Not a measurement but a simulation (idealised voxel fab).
The document below concerns the process module designated voxel ribs on slabs.
Xsec cut, 205 nm wide, square cell size 5 nm.
Bands, listed from the top down, are how a cross-section gets written in this document; the cross-section itself is a grid of square cells, and a band is one or more rows of them. The entry gives the band's vertical extent as a top height and a bottom height in nm, then its horizontal make-up as materials from left to right, each with a width in nm. "air" stands for empty space; a single material marked "everywhere" fills the band edge to edge. A quick word on heights: they are counted from 0, and under that level the wafer as it came to us is one material throughout. The lowest band is different from the rest in having no bottom; it simply continues downward, written as in "0 down". Read "30 to 40" as a graded width: first number on top, second number at the bottom, same change between each pair of neighbouring rows. You'll sometimes find "remained the same" written for a step, and that's the way of saying that nowhere in the cross-section did a cell change during that step. What "Closed void listing" gives you is every empty space of 8 cells or more that is cut off from the top. Each appears as width x height at distance, with the distance taken from the left edge and width, height and distance all in nm. On each step's line, the part that comes after the settings is the simulator's own comment on the step. What "overlay nm" on a step's line means: if the step has a mask, that mask lay this far to the right of its planned place, or, when the value is negative, to the left.
# Here's what the planned process steps look like
- 1: RECEIVE,material Si
- 2: DIRECTIONAL_DEP,material SiO2,thk nm 25
- 3: DIRECTIONAL_DEP,material polySi,thk nm 20
- 4: PATTERN,tone cover,mask id RIB,material resist,width nm 30,thk nm 20,overlay nm 0
- 5: DIRECTIONAL_ETCH,etch materials polySi,depth nm 10
- 6: STRIP,etch materials resist
- 7: MASKED_ETCH,tone cover,mask id SLAB,width nm 60,etch materials polySi,depth nm 10,overlay nm 0
- 8: FILL_DEP,material SiO2,thk nm 25
- 9: CMP,height nm 60
- 10: DIRECTIONAL_DEP,material TiN,thk nm 5
- 11: PATTERN,tone cover,mask id HEATER,material resist,width nm 40,thk nm 20,overlay nm 0
- 12: DIRECTIONAL_ETCH,etch materials TiN,depth nm 5
- 13: STRIP,etch materials resist
- 14: CONFORMAL_DEP,material SiO2,thk nm 10
# So, the first of our two wafers, run just as we planned it
# As-received wafer cross-section (after step 1)
    0 down  Si everywhere
    Closed void listing: none
# Step 2 complete: cross-section through the wafer
    25 to 0  SiO2 everywhere
    All layers under 0 are left as they were.
# Step 3 complete: cross-section through the wafer
    45 to 25  polySi everywhere
    All layers under 25 are left as they were.
# Step 4 complete: cross-section through the wafer
    65 to 45  85 of air, 30 of resist, 90 of air
    All layers under 45 are left as they were.
# Step 5 complete: cross-section through the wafer
    65 to 45  85 of air, 30 of resist, 90 of air
    45 to 35  85 of air, 30 of polySi, 90 of air
    All layers under 35 are left as they were.
# Step 6 complete: cross-section through the wafer
    45 to 35  85 of air, 30 of polySi, 90 of air
    All layers under 35 are left as they were.
# Step 7 complete: cross-section through the wafer
    45 to 35  85 of air, 30 of polySi, 90 of air
    35 to 25  70 of air, 60 of polySi, 75 of air
    All layers under 25 are left as they were.
# Step 8 complete: cross-section through the wafer
    70 to 45  SiO2 everywhere
    45 to 35  85 of SiO2, 30 of polySi, 90 of SiO2
    35 to 25  70 of SiO2, 60 of polySi, 75 of SiO2
    All layers under 25 are left as they were.
# Step 9 complete: cross-section through the wafer
    60 to 45  SiO2 everywhere
    All layers under 45 are left as they were.
# Step 10 complete: cross-section through the wafer
    65 to 60  TiN everywhere
    All layers under 60 are left as they were.
# Step 11 complete: cross-section through the wafer
    85 to 65  80 of air, 40 of resist, 85 of air
    All layers under 65 are left as they were.
# Step 12 complete: cross-section through the wafer
    85 to 65  80 of air, 40 of resist, 85 of air
    65 to 60  80 of air, 40 of TiN, 85 of air
    All layers under 60 are left as they were.
# Step 13 complete: cross-section through the wafer
    65 to 60  80 of air, 40 of TiN, 85 of air
    All layers under 60 are left as they were.
# Step 14 complete: cross-section through the wafer
    75 to 70  70 of air, 60 of SiO2, 75 of air
    70 to 65  SiO2 everywhere
    65 to 60  80 of SiO2, 40 of TiN, 85 of SiO2
    All layers under 60 are left as they were.
# Second of two: same start, same plan, one run error; steps up to and including 8 match the first
# Second wafer, section view, time point: scheduled end of step 9
    55 to 45  SiO2 everywhere
    All layers under 45 are left as they were.
# Second wafer, section view, time point: scheduled end of step 10
    60 to 55  TiN everywhere
    All layers under 55 are left as they were.
# Second wafer, section view, time point: scheduled end of step 11
    80 to 60  80 of air, 40 of resist, 85 of air
    All layers under 60 are left as they were.
# Second wafer, section view, time point: scheduled end of step 12
    80 to 60  80 of air, 40 of resist, 85 of air
    60 to 55  80 of air, 40 of TiN, 85 of air
    All layers under 55 are left as they were.
# Second wafer, section view, time point: scheduled end of step 13
    60 to 55  80 of air, 40 of TiN, 85 of air
    All layers under 55 are left as they were.
# Second wafer, section view, time point: scheduled end of step 14
    70 to 65  70 of air, 60 of SiO2, 75 of air
    65 to 60  SiO2 everywhere
    60 to 55  80 of SiO2, 40 of TiN, 85 of SiO2
    All layers under 55 are left as they were.
Where did the run depart from the plan? heads up, step 9 didn't go per plan, it actually ran as CMP,height nm 55
End check, counted in cells, second wafer has more or fewer of these materials than the first: -41 SiO2
